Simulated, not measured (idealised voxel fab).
process module | voxel lift off
cross-section cut | 285 nm wide | cells 5 nm
A cross-section is a grid of square cells, given in bands from the top down. A band is one or more rows of cells.
Each band's line starts with the height of the band's top and of its bottom, in nm. Then come its materials from left to right, each with its width in nm. One material with "throughout" fills the band from edge to edge. "air" is empty space.
Height 0 is the level under which the wafer as received is all one material. The lowest band goes on downwards, as in "0 down".
A width such as "30 to 40" changes by the same amount from each row of cells to the next, from the band's top row to its bottom row.
"no change" after a step means that no cell of the cross-section changed.
closed voids: empty space of 8 cells or more with no open way to the top, each as width x height at its distance from the left edge, in nm
after a step's settings: what the simulator itself notes on the step
overlay nm, on a step with a mask: how far to the right of its planned place the mask lay; to the left if negative
plan
1 op RECEIVE | material Si
2 op CONFORMAL_DEP | material SiO2 | thk nm 10
3 op PATTERN | tone open | mask id LINES | material resist | width nm 25 | pitch nm 40 | thk nm 20 | overlay nm 0
4 op DIRECTIONAL_DEP | material Ru | thk nm 5
5 op STRIP | etch materials resist
6 op CONFORMAL_DEP | material SiN | thk nm 10
as received, after step 1
  0 down: Si throughout
  closed voids: none
a wafer at the end: this start, this plan, one mistake
  25 to 20: SiN 120 | air 5 | SiN 35 | air 5 | SiN 120
  20 to 15: SiN throughout
  15 to 10: Ru 110 | SiN 25 | Ru 15 | SiN 25 | Ru 110
  10 to 0: SiO2 throughout
  0 down: Si throughout
  closed voids: none
what went wrong: step 3 ran as: op PATTERN | tone cover | mask id LINES | material resist | width nm 25 | pitch nm 40 | thk nm 20 | overlay nm 0
